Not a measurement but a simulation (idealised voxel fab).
Process module under the name voxel plated lines
We display cut, a cross-section 215 nm in width whose square cells are each 5 nm.
Cross-section layout: square cells on a grid; listed as bands, top to bottom; a band spans one or more cell rows.
Band entry format. Leading values: height of top, height of bottom, nm. Remainder: materials in left-to-right order, each with its width in nm. Special words: "edge to edge" on a single material, which then fills the band edge to edge; "empty", empty space.
Convention: height 0 is the level below which the wafer, as received, is all one material. The lowest band does not terminate at the bottom but continues downward, represented as "top 0, no bottom".
You'd read "30 to 40" like this: the band's top row of cells is as wide as the first number, its bottom row is as wide as the second, and going down, every row changes width by the same amount as the row before did.
For the purposes of this document, the phrase "no change" attached to a step denotes that no cell within the cross-section was modified by that step.
This entry, "Closed cavities", enumerates those empty regions of no fewer than 8 cells that possess no open connection to the top. Each region is reported in the form width x height at distance, the distance being taken from the left edge, with all three quantities expressed in nm.
Post-settings text on a step line: simulator's own remark regarding the step.
Each step line may optionally specify "overlay nm", which for a step with a mask gives the rightward distance between the mask's planned place and where it lay, a negative value indicating the leftward direction.

# The following list gives the planned process steps
- 1: RECEIVE,material Si
- 2: CONFORMAL_DEP,material SiO2,thk nm 15
- 3: DIRECTIONAL_DEP,material TiN,thk nm 5
- 4: PATTERN,tone open,mask id LINES,material resist,width nm 20,pitch nm 40,thk nm 40,overlay nm 0
- 5: EPI,material Ru,thk nm 10
- 6: EPI,material Ru,thk nm 5
- 7: EPI,material Ru,thk nm 5
- 8: STRIP,etch materials resist
- 9: DIRECTIONAL_ETCH,etch materials TiN,depth nm 5
- 10: CONFORMAL_DEP,material SiN,thk nm 10

# What follows covers the first of two wafers; it ran as planned

# This is the cross-section of the wafer as we received it, i.e. after step 1
    top 0, no bottom | Si edge to edge
    Closed cavities: none

# Sectional view: wafer, after step 2
    top 15, bottom 0 | SiO2 edge to edge
    All layers under 0 are left as they were.

# Sectional view: wafer, after step 3
    top 20, bottom 15 | TiN edge to edge
    All layers under 15 are left as they were.

# Sectional view: wafer, after step 4
    top 60, bottom 20 | 55 nm resist  20 nm empty  20 nm resist  20 nm empty  20 nm resist  20 nm empty  60 nm resist
    All layers under 20 are left as they were.

# Sectional view: wafer, after step 5
    top 60, bottom 30 | 55 nm resist  20 nm empty  20 nm resist  20 nm empty  20 nm resist  20 nm empty  60 nm resist
    top 30, bottom 20 | 55 nm resist  20 nm Ru  20 nm resist  20 nm Ru  20 nm resist  20 nm Ru  60 nm resist
    All layers under 20 are left as they were.

# Sectional view: wafer, after step 6
    top 60, bottom 35 | 55 nm resist  20 nm empty  20 nm resist  20 nm empty  20 nm resist  20 nm empty  60 nm resist
    top 35, bottom 20 | 55 nm resist  20 nm Ru  20 nm resist  20 nm Ru  20 nm resist  20 nm Ru  60 nm resist
    All layers under 20 are left as they were.

# Sectional view: wafer, after step 7
    top 60, bottom 40 | 55 nm resist  20 nm empty  20 nm resist  20 nm empty  20 nm resist  20 nm empty  60 nm resist
    top 40, bottom 20 | 55 nm resist  20 nm Ru  20 nm resist  20 nm Ru  20 nm resist  20 nm Ru  60 nm resist
    All layers under 20 are left as they were.

# Sectional view: wafer, after step 8
    top 40, bottom 20 | 55 nm empty  20 nm Ru  20 nm empty  20 nm Ru  20 nm empty  20 nm Ru  60 nm empty
    All layers under 20 are left as they were.

# Sectional view: wafer, after step 9
    top 40, bottom 20 | 55 nm empty  20 nm Ru  20 nm empty  20 nm Ru  20 nm empty  20 nm Ru  60 nm empty
    top 20, bottom 15 | 55 nm empty  20 nm TiN  20 nm empty  20 nm TiN  20 nm empty  20 nm TiN  60 nm empty
    All layers under 15 are left as they were.

# Sectional view: wafer, after step 10
    top 50, bottom 40 | 45 nm empty  120 nm SiN  50 nm empty
    top 40, bottom 25 | 45 nm empty  10 nm SiN  20 nm Ru  20 nm SiN  20 nm Ru  20 nm SiN  20 nm Ru  10 nm SiN  50 nm empty
    top 25, bottom 20 | 55 nm SiN  20 nm Ru  20 nm SiN  20 nm Ru  20 nm SiN  20 nm Ru  60 nm SiN
    top 20, bottom 15 | 55 nm SiN  20 nm TiN  20 nm SiN  20 nm TiN  20 nm SiN  20 nm TiN  60 nm SiN
    All layers under 15 are left as they were.

# Wafer two. Identical start, identical plan. One mistake in execution. Identical history through step 1

# when step 2 should have ended
    top 25, bottom 0 | SiO2 edge to edge
    All layers under 0 are left as they were.

# when step 3 should have ended
    top 30, bottom 25 | TiN edge to edge
    All layers under 25 are left as they were.

# when step 4 should have ended
    top 70, bottom 30 | 55 nm resist  20 nm empty  20 nm resist  20 nm empty  20 nm resist  20 nm empty  60 nm resist
    All layers under 30 are left as they were.

# when step 5 should have ended
    top 70, bottom 40 | 55 nm resist  20 nm empty  20 nm resist  20 nm empty  20 nm resist  20 nm empty  60 nm resist
    top 40, bottom 30 | 55 nm resist  20 nm Ru  20 nm resist  20 nm Ru  20 nm resist  20 nm Ru  60 nm resist
    All layers under 30 are left as they were.

# when step 6 should have ended
    top 70, bottom 45 | 55 nm resist  20 nm empty  20 nm resist  20 nm empty  20 nm resist  20 nm empty  60 nm resist
    top 45, bottom 30 | 55 nm resist  20 nm Ru  20 nm resist  20 nm Ru  20 nm resist  20 nm Ru  60 nm resist
    All layers under 30 are left as they were.

# when step 7 should have ended
    top 70, bottom 50 | 55 nm resist  20 nm empty  20 nm resist  20 nm empty  20 nm resist  20 nm empty  60 nm resist
    top 50, bottom 30 | 55 nm resist  20 nm Ru  20 nm resist  20 nm Ru  20 nm resist  20 nm Ru  60 nm resist
    All layers under 30 are left as they were.

# when step 8 should have ended
    top 50, bottom 30 | 55 nm empty  20 nm Ru  20 nm empty  20 nm Ru  20 nm empty  20 nm Ru  60 nm empty
    All layers under 30 are left as they were.

# when step 9 should have ended
    top 50, bottom 30 | 55 nm empty  20 nm Ru  20 nm empty  20 nm Ru  20 nm empty  20 nm Ru  60 nm empty
    top 30, bottom 25 | 55 nm empty  20 nm TiN  20 nm empty  20 nm TiN  20 nm empty  20 nm TiN  60 nm empty
    All layers under 25 are left as they were.

# when step 10 should have ended
    top 60, bottom 50 | 45 nm empty  120 nm SiN  50 nm empty
    top 50, bottom 35 | 45 nm empty  10 nm SiN  20 nm Ru  20 nm SiN  20 nm Ru  20 nm SiN  20 nm Ru  10 nm SiN  50 nm empty
    top 35, bottom 30 | 55 nm SiN  20 nm Ru  20 nm SiN  20 nm Ru  20 nm SiN  20 nm Ru  60 nm SiN
    top 30, bottom 25 | 55 nm SiN  20 nm TiN  20 nm SiN  20 nm TiN  20 nm SiN  20 nm TiN  60 nm SiN
    All layers under 25 are left as they were.
So what did we get wrong on this run? for step 2, the planned setting was not used; the step was instead run as CONFORMAL_DEP,material SiO2,thk nm 25
Once processing is complete, comparing cell counts shows that the second wafer has more or fewer of certain materials than the first: SiO2 +86
